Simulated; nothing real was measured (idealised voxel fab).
This is a process module. Its name is voxel wiring stack.
Square cells of 5 nm make up the cross-section cut, whose width is 270 nm.
Square cells in a grid make up a cross-section in this document, and the grid is given as bands, listed from the top down, each one or more rows of cells.
Each band's line starts with the height of the band's top and of its bottom, in nm. Then come its materials from left to right, each with its width in nm. One material with "all across" fills the band from edge to edge. "air" is empty space.
It should be noted that heights are counted from 0, beneath which the wafer as supplied is of one material throughout, and that the lowest band possesses no lower boundary but continues downward, as written in "0 -> down".
Width "30 to 40": first value at the band's top row of cells, second value at its bottom row, equal change from row to row.
Step note "no modifications" = no cross-section cell changed.
Closed empty spaces (no open way to the top) of 8 cells or more are what "Enclosed internal cavities" lists, each as width x height at distance from the left edge, nm for all three.
Anything after a step's settings on that line? It's the simulator's own note about the step.
What "overlay nm" on a step's line means: if the step has a mask, that mask lay this far to the right of its planned place, or, when the value is negative, to the left.
Process steps - plan:
- 1: RECEIVE: material Si
- 2: CONFORMAL_DEP: material SiO2, thk nm 10
- 3: DIRECTIONAL_DEP: material TiN, thk nm 5
- 4: DIRECTIONAL_DEP: material W, thk nm 25
- 5: DIRECTIONAL_DEP: material aC, thk nm 15
- 6: PATTERN: tone cover, mask id METAL_1, material resist, width nm 25, pitch nm 45, thk nm 30, overlay nm 0
- 7: DIRECTIONAL_ETCH: etch materials aC, depth nm 15
- 8: STRIP: etch materials resist
- 9: DIRECTIONAL_ETCH: etch materials W, depth nm 25
- 10: DIRECTIONAL_ETCH: etch materials TiN, depth nm 5
- 11: STRIP: etch materials aC
- 12: FILL_DEP: material lowk, thk nm 10
- 13: CMP: height nm 40
- 14: CONFORMAL_DEP: material SiCN, thk nm 5
- 15: DIRECTIONAL_DEP: material SiO2, thk nm 10
- 16: DIRECTIONAL_DEP: material aC, thk nm 10
- 17: PATTERN: tone open, mask id PLUG_1, material resist, width nm 15, thk nm 25, overlay nm 0
- 18: DIRECTIONAL_ETCH: etch materials aC, depth nm 10
- 19: STRIP: etch materials resist
- 20: DIRECTIONAL_ETCH: etch materials SiO2, depth nm 10
- 21: DIRECTIONAL_ETCH: etch materials SiCN, depth nm 5
- 22: STRIP: etch materials aC
- 23: EPI: material Ru, thk nm 10
- 24: EPI: material Ru, thk nm 5
- 25: CONFORMAL_DEP: material SiN, thk nm 5
- 26: DIRECTIONAL_DEP: material lowk, thk nm 25
- 27: DIRECTIONAL_DEP: material aC, thk nm 15
- 28: PATTERN: tone open, mask id METAL_2, material resist, width nm 25, pitch nm 45, thk nm 30, overlay nm -15
- 29: DIRECTIONAL_ETCH: etch materials aC, depth nm 15
- 30: STRIP: etch materials resist
- 31: DIRECTIONAL_ETCH: etch materials lowk, depth nm 25
- 32: DIRECTIONAL_ETCH: etch materials SiN, depth nm 5
- 33: STRIP: etch materials aC
- 34: CONFORMAL_DEP: material TiN, thk nm 5
- 35: FILL_DEP: material Ru, thk nm 5
- 36: CMP: height nm 85
- 37: CONFORMAL_DEP: material SiN, thk nm 5
Be aware that, although all wafers share a common starting state, the overlay nm at step 28 differs among them, and the plan displays the first wafer's value.
First wafer of several, as received: cross-section after step 1:
  0 -> down: Si all across
  Enclosed internal cavities: none
Post step 37, the closing step of the module: first of several wafers, cross-sectioned:
  90 -> 85: SiN all across
  85 -> 60: lowk (85) | TiN (5) | Ru (15) | TiN (5) | lowk (20) | TiN (5) | Ru (15) | TiN (5) | lowk (115)
  60 -> 55: SiN (85) | TiN (25) | SiN (20) | TiN (25) | SiN (115)
  55 -> 45: SiO2 (100) | Ru (15) | SiO2 (155)
  45 -> 40: SiCN (100) | Ru (15) | SiCN (155)
  40 -> 15: lowk (100) | W (25) | lowk (20) | W (25) | lowk (100)
  15 -> 10: lowk (100) | TiN (25) | lowk (20) | TiN (25) | lowk (100)
  10 -> 0: SiO2 all across
  0 -> down: Si all across
  Enclosed internal cavities: none
Here we cross-sectioned the last of the wafers once the module was done:
  90 -> 85: SiN all across
  85 -> 60: lowk (115) | TiN (5) | Ru (15) | TiN (5) | lowk (20) | TiN (5) | Ru (15) | TiN (5) | lowk (85)
  60 -> 55: SiN (115) | TiN (25) | SiN (20) | TiN (25) | SiN (85)
  55 -> 45: SiO2 (100) | Ru (15) | SiO2 (155)
  45 -> 40: SiCN (100) | Ru (15) | SiCN (155)
  40 -> 15: lowk (100) | W (25) | lowk (20) | W (25) | lowk (100)
  15 -> 10: lowk (100) | TiN (25) | lowk (20) | TiN (25) | lowk (100)
  10 -> 0: SiO2 all across
  0 -> down: Si all across
  Enclosed internal cavities: none
What follows is a table in which each wafer occupies a row; for the wafer as it stands at the close of the module, the row states, material by material, how many cells have been gained (+) or lost (-) since receipt, and then gives its closed voids:
overlay nm -15; +39 Ru; +51 SiCN; +98 SiN; +210 SiO2; +40 TiN; +50 W; +484 lowk; Enclosed internal cavities: none
overlay nm -10; +39 Ru; +51 SiCN; +98 SiN; +210 SiO2; +40 TiN; +50 W; +484 lowk; Enclosed internal cavities: none
overlay nm -5; +39 Ru; +51 SiCN; +98 SiN; +210 SiO2; +40 TiN; +50 W; +484 lowk; Enclosed internal cavities: none
overlay nm 0; +39 Ru; +51 SiCN; +98 SiN; +210 SiO2; +40 TiN; +50 W; +484 lowk; Enclosed internal cavities: none
overlay nm 5; +39 Ru; +51 SiCN; +98 SiN; +210 SiO2; +40 TiN; +50 W; +484 lowk; Enclosed internal cavities: none
overlay nm 10; +39 Ru; +51 SiCN; +98 SiN; +210 SiO2; +40 TiN; +50 W; +484 lowk; Enclosed internal cavities: none
overlay nm 15; +39 Ru; +51 SiCN; +98 SiN; +210 SiO2; +40 TiN; +50 W; +484 lowk; Enclosed internal cavities: none
